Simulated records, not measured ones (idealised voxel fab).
Documented hereafter: the process module known as voxel trench capacitor.
It is cross-section cut that appears here, measuring 225 nm in width, its square cells being 5 nm in size.
How to read a cross-section here: the picture is a grid of square cells, written as bands going from the top down, and any band can span one or more rows of cells. Band: top height; bottom height; in nm. Then, left to right: material with width in nm, for each material. "full width": a single material spanning edge to edge. "air": empty space. Below 0: as-received wafer, all one material; heights counted from there. Lowest band: no bottom, goes on down, written "0 -> down". Per-row width for "30 to 40": begins at first number (top row of band), ends at second number (bottom row), increment between rows held constant. Basically "remained unchanged" means that step didn't change any cell in the cross-section. "Closed void list": sealed empty spaces, 8 cells or more, no open way to top, listed width x height at distance, with distance from the left edge and width, height and distance in nm. The remark found on a step's line after its settings is issued by the simulator itself and pertains to that step. If you see "overlay nm" on a step's line and that step has a mask, it's telling you how far right of where it was planned the mask ended up; a negative number means it went left instead.

### Planned step list for the process
- 1: RECEIVE (material Si)
- 2: CONFORMAL_DEP (material SiN; thk nm 10)
- 3: DIRECTIONAL_DEP (material aC; thk nm 15)
- 4: PATTERN (tone open; mask id TRENCH; material resist; width nm 25; pitch nm 50; thk nm 30; overlay nm 0)
- 5: DIRECTIONAL_ETCH (etch materials aC; depth nm 15)
- 6: STRIP (etch materials resist)
- 7: DIRECTIONAL_ETCH (etch materials SiN; depth nm 10)
- 8: DIRECTIONAL_ETCH (etch materials Si; depth nm 25)
- 9: STRIP (etch materials aC)
- 10: CONFORMAL_DEP (material HfO2; thk nm 5)
- 11: CONFORMAL_DEP (material TiN; thk nm 5)
- 12: FILL_DEP (material W; thk nm 5)
- 13: CMP (height nm 10)

### First of two wafers - as planned

### Cross-section of the wafer at receipt, which is the condition after step 1
* 0 -> down  Si full width
* Closed void list: none

### You're looking at a cross-section of the wafer after step 2
* 10 -> 0  SiN full width
* All layers under 0 are left as they were.

### You're looking at a cross-section of the wafer after step 3
* 25 -> 10  aC full width
* All layers under 10 are left as they were.

### You're looking at a cross-section of the wafer after step 4
* 55 -> 25  25 of resist  25 of air  25 of resist  25 of air  25 of resist  25 of air  25 of resist  25 of air  25 of resist
* All layers under 25 are left as they were.

### You're looking at a cross-section of the wafer after step 5
* 40 -> 25  25 of resist  25 of air  25 of resist  25 of air  25 of resist  25 of air  25 of resist  25 of air  25 of resist
* 25 -> 10  25 of aC  25 of air  25 of aC  25 of air  25 of aC  25 of air  25 of aC  25 of air  25 of aC
* All layers under 10 are left as they were.

### You're looking at a cross-section of the wafer after step 6
* 25 -> 10  25 of aC  25 of air  25 of aC  25 of air  25 of aC  25 of air  25 of aC  25 of air  25 of aC
* All layers under 10 are left as they were.

### You're looking at a cross-section of the wafer after step 7
* 25 -> 10  25 of aC  25 of air  25 of aC  25 of air  25 of aC  25 of air  25 of aC  25 of air  25 of aC
* 10 -> 0  25 of SiN  25 of air  25 of SiN  25 of air  25 of SiN  25 of air  25 of SiN  25 of air  25 of SiN
* All layers under 0 are left as they were.

### You're looking at a cross-section of the wafer after step 8
* 25 -> 10  25 of aC  25 of air  25 of aC  25 of air  25 of aC  25 of air  25 of aC  25 of air  25 of aC
* 10 -> 0  25 of SiN  25 of air  25 of SiN  25 of air  25 of SiN  25 of air  25 of SiN  25 of air  25 of SiN
* 0 -> -25  25 of Si  25 of air  25 of Si  25 of air  25 of Si  25 of air  25 of Si  25 of air  25 of Si
* All layers under -25 are left as they were.

### You're looking at a cross-section of the wafer after step 9
* 10 -> 0  25 of SiN  25 of air  25 of SiN  25 of air  25 of SiN  25 of air  25 of SiN  25 of air  25 of SiN
* All layers under 0 are left as they were.

### You're looking at a cross-section of the wafer after step 10
* 15 -> 10  30 of HfO2  15 of air  35 of HfO2  15 of air  35 of HfO2  15 of air  35 of HfO2  15 of air  30 of HfO2
* 10 -> 0  25 of SiN  5 of HfO2  15 of air  5 of HfO2  25 of SiN  5 of HfO2  15 of air  5 of HfO2  25 of SiN  5 of HfO2  15 of air  5 of HfO2  25 of SiN  5 of HfO2  15 of air  5 of HfO2  25 of SiN
* 0 -> -20  25 of Si  5 of HfO2  15 of air  5 of HfO2  25 of Si  5 of HfO2  15 of air  5 of HfO2  25 of Si  5 of HfO2  15 of air  5 of HfO2  25 of Si  5 of HfO2  15 of air  5 of HfO2  25 of Si
* -20 -> -25  25 of Si  25 of HfO2  25 of Si  25 of HfO2  25 of Si  25 of HfO2  25 of Si  25 of HfO2  25 of Si
* All layers under -25 are left as they were.

### You're looking at a cross-section of the wafer after step 11
* 20 -> 15  35 of TiN  5 of air  45 of TiN  5 of air  45 of TiN  5 of air  45 of TiN  5 of air  35 of TiN
* 15 -> 10  30 of HfO2  5 of TiN  5 of air  5 of TiN  35 of HfO2  5 of TiN  5 of air  5 of TiN  35 of HfO2  5 of TiN  5 of air  5 of TiN  35 of HfO2  5 of TiN  5 of air  5 of TiN  30 of HfO2
* 10 -> 0  25 of SiN  5 of HfO2  5 of TiN  5 of air  5 of TiN  5 of HfO2  25 of SiN  5 of HfO2  5 of TiN  5 of air  5 of TiN  5 of HfO2  25 of SiN  5 of HfO2  5 of TiN  5 of air  5 of TiN  5 of HfO2  25 of SiN  5 of HfO2  5 of TiN  5 of air  5 of TiN  5 of HfO2  25 of SiN
* 0 -> -15  25 of Si  5 of HfO2  5 of TiN  5 of air  5 of TiN  5 of HfO2  25 of Si  5 of HfO2  5 of TiN  5 of air  5 of TiN  5 of HfO2  25 of Si  5 of HfO2  5 of TiN  5 of air  5 of TiN  5 of HfO2  25 of Si  5 of HfO2  5 of TiN  5 of air  5 of TiN  5 of HfO2  25 of Si
* -15 -> -20  25 of Si  5 of HfO2  15 of TiN  5 of HfO2  25 of Si  5 of HfO2  15 of TiN  5 of HfO2  25 of Si  5 of HfO2  15 of TiN  5 of HfO2  25 of Si  5 of HfO2  15 of TiN  5 of HfO2  25 of Si
* All layers under -20 are left as they were.

### You're looking at a cross-section of the wafer after step 12
* 25 -> 20  W full width
* 20 -> 15  35 of TiN  5 of W  45 of TiN  5 of W  45 of TiN  5 of W  45 of TiN  5 of W  35 of TiN
* 15 -> 10  30 of HfO2  5 of TiN  5 of W  5 of TiN  35 of HfO2  5 of TiN  5 of W  5 of TiN  35 of HfO2  5 of TiN  5 of W  5 of TiN  35 of HfO2  5 of TiN  5 of W  5 of TiN  30 of HfO2
* 10 -> 0  25 of SiN  5 of HfO2  5 of TiN  5 of W  5 of TiN  5 of HfO2  25 of SiN  5 of HfO2  5 of TiN  5 of W  5 of TiN  5 of HfO2  25 of SiN  5 of HfO2  5 of TiN  5 of W  5 of TiN  5 of HfO2  25 of SiN  5 of HfO2  5 of TiN  5 of W  5 of TiN  5 of HfO2  25 of SiN
* 0 -> -15  25 of Si  5 of HfO2  5 of TiN  5 of W  5 of TiN  5 of HfO2  25 of Si  5 of HfO2  5 of TiN  5 of W  5 of TiN  5 of HfO2  25 of Si  5 of HfO2  5 of TiN  5 of W  5 of TiN  5 of HfO2  25 of Si  5 of HfO2  5 of TiN  5 of W  5 of TiN  5 of HfO2  25 of Si
* All layers under -15 are left as they were.

### You're looking at a cross-section of the wafer after step 13
* 10 -> 0  25 of SiN  5 of HfO2  5 of TiN  5 of W  5 of TiN  5 of HfO2  25 of SiN  5 of HfO2  5 of TiN  5 of W  5 of TiN  5 of HfO2  25 of SiN  5 of HfO2  5 of TiN  5 of W  5 of TiN  5 of HfO2  25 of SiN  5 of HfO2  5 of TiN  5 of W  5 of TiN  5 of HfO2  25 of SiN
* All layers under 0 are left as they were.

### The second wafer was prepared from the same starting point and under the same plan as the first; its processing contained one mistake, and it remains indistinguishable from the first wafer up to and including step 3

### Here is the second wafer in cross-section at the point where step 4 of the plan should have been done
* 55 -> 25  20 of resist  35 of air  15 of resist  35 of air  15 of resist  35 of air  15 of resist  35 of air  20 of resist
* All layers under 25 are left as they were.

### Here is the second wafer in cross-section at the point where step 5 of the plan should have been done
* 40 -> 25  20 of resist  35 of air  15 of resist  35 of air  15 of resist  35 of air  15 of resist  35 of air  20 of resist
* 25 -> 10  20 of aC  35 of air  15 of aC  35 of air  15 of aC  35 of air  15 of aC  35 of air  20 of aC
* All layers under 10 are left as they were.

### Here is the second wafer in cross-section at the point where step 6 of the plan should have been done
* 25 -> 10  20 of aC  35 of air  15 of aC  35 of air  15 of aC  35 of air  15 of aC  35 of air  20 of aC
* All layers under 10 are left as they were.

### Here is the second wafer in cross-section at the point where step 7 of the plan should have been done
* 25 -> 10  20 of aC  35 of air  15 of aC  35 of air  15 of aC  35 of air  15 of aC  35 of air  20 of aC
* 10 -> 0  20 of SiN  35 of air  15 of SiN  35 of air  15 of SiN  35 of air  15 of SiN  35 of air  20 of SiN
* All layers under 0 are left as they were.

### Here is the second wafer in cross-section at the point where step 8 of the plan should have been done
* 25 -> 10  20 of aC  35 of air  15 of aC  35 of air  15 of aC  35 of air  15 of aC  35 of air  20 of aC
* 10 -> 0  20 of SiN  35 of air  15 of SiN  35 of air  15 of SiN  35 of air  15 of SiN  35 of air  20 of SiN
* 0 -> -25  20 of Si  35 of air  15 of Si  35 of air  15 of Si  35 of air  15 of Si  35 of air  20 of Si
* All layers under -25 are left as they were.

### Here is the second wafer in cross-section at the point where step 9 of the plan should have been done
* 10 -> 0  20 of SiN  35 of air  15 of SiN  35 of air  15 of SiN  35 of air  15 of SiN  35 of air  20 of SiN
* All layers under 0 are left as they were.

### Here is the second wafer in cross-section at the point where step 10 of the plan should have been done
* 15 -> 10  25 of HfO2  25 of air  25 of HfO2  25 of air  25 of HfO2  25 of air  25 of HfO2  25 of air  25 of HfO2
* 10 -> 0  20 of SiN  5 of HfO2  25 of air  5 of HfO2  15 of SiN  5 of HfO2  25 of air  5 of HfO2  15 of SiN  5 of HfO2  25 of air  5 of HfO2  15 of SiN  5 of HfO2  25 of air  5 of HfO2  20 of SiN
* 0 -> -20  20 of Si  5 of HfO2  25 of air  5 of HfO2  15 of Si  5 of HfO2  25 of air  5 of HfO2  15 of Si  5 of HfO2  25 of air  5 of HfO2  15 of Si  5 of HfO2  25 of air  5 of HfO2  20 of Si
* -20 -> -25  20 of Si  35 of HfO2  15 of Si  35 of HfO2  15 of Si  35 of HfO2  15 of Si  35 of HfO2  20 of Si
* All layers under -25 are left as they were.

### Here is the second wafer in cross-section at the point where step 11 of the plan should have been done
* 20 -> 15  30 of TiN  15 of air  35 of TiN  15 of air  35 of TiN  15 of air  35 of TiN  15 of air  30 of TiN
* 15 -> 10  25 of HfO2  5 of TiN  15 of air  5 of TiN  25 of HfO2  5 of TiN  15 of air  5 of TiN  25 of HfO2  5 of TiN  15 of air  5 of TiN  25 of HfO2  5 of TiN  15 of air  5 of TiN  25 of HfO2
* 10 -> 0  20 of SiN  5 of HfO2  5 of TiN  15 of air  5 of TiN  5 of HfO2  15 of SiN  5 of HfO2  5 of TiN  15 of air  5 of TiN  5 of HfO2  15 of SiN  5 of HfO2  5 of TiN  15 of air  5 of TiN  5 of HfO2  15 of SiN  5 of HfO2  5 of TiN  15 of air  5 of TiN  5 of HfO2  20 of SiN
* 0 -> -15  20 of Si  5 of HfO2  5 of TiN  15 of air  5 of TiN  5 of HfO2  15 of Si  5 of HfO2  5 of TiN  15 of air  5 of TiN  5 of HfO2  15 of Si  5 of HfO2  5 of TiN  15 of air  5 of TiN  5 of HfO2  15 of Si  5 of HfO2  5 of TiN  15 of air  5 of TiN  5 of HfO2  20 of Si
* -15 -> -20  20 of Si  5 of HfO2  25 of TiN  5 of HfO2  15 of Si  5 of HfO2  25 of TiN  5 of HfO2  15 of Si  5 of HfO2  25 of TiN  5 of HfO2  15 of Si  5 of HfO2  25 of TiN  5 of HfO2  20 of Si
* All layers under -20 are left as they were.

### Here is the second wafer in cross-section at the point where step 12 of the plan should have been done
* 25 -> 20  W full width
* 20 -> 15  30 of TiN  15 of W  35 of TiN  15 of W  35 of TiN  15 of W  35 of TiN  15 of W  30 of TiN
* 15 -> 10  25 of HfO2  5 of TiN  15 of W  5 of TiN  25 of HfO2  5 of TiN  15 of W  5 of TiN  25 of HfO2  5 of TiN  15 of W  5 of TiN  25 of HfO2  5 of TiN  15 of W  5 of TiN  25 of HfO2
* 10 -> 0  20 of SiN  5 of HfO2  5 of TiN  15 of W  5 of TiN  5 of HfO2  15 of SiN  5 of HfO2  5 of TiN  15 of W  5 of TiN  5 of HfO2  15 of SiN  5 of HfO2  5 of TiN  15 of W  5 of TiN  5 of HfO2  15 of SiN  5 of HfO2  5 of TiN  15 of W  5 of TiN  5 of HfO2  20 of SiN
* 0 -> -15  20 of Si  5 of HfO2  5 of TiN  15 of W  5 of TiN  5 of HfO2  15 of Si  5 of HfO2  5 of TiN  15 of W  5 of TiN  5 of HfO2  15 of Si  5 of HfO2  5 of TiN  15 of W  5 of TiN  5 of HfO2  15 of Si  5 of HfO2  5 of TiN  15 of W  5 of TiN  5 of HfO2  20 of Si
* All layers under -15 are left as they were.

### Here is the second wafer in cross-section at the point where step 13 of the plan should have been done
* 10 -> 0  20 of SiN  5 of HfO2  5 of TiN  15 of W  5 of TiN  5 of HfO2  15 of SiN  5 of HfO2  5 of TiN  15 of W  5 of TiN  5 of HfO2  15 of SiN  5 of HfO2  5 of TiN  15 of W  5 of TiN  5 of HfO2  15 of SiN  5 of HfO2  5 of TiN  15 of W  5 of TiN  5 of HfO2  20 of SiN
* All layers under 0 are left as they were.
So what did we get wrong on this run? step 4 was processed under conditions differing from the plan, specifically as PATTERN (tone open; mask id TRENCH; material resist; width nm 35; pitch nm 50; thk nm 30; overlay nm 0)
Once processing is complete, comparing cell counts shows that the second wafer has more or fewer of certain materials than the first: +8 HfO2; -40 Si; -16 SiN; +8 TiN; +40 W
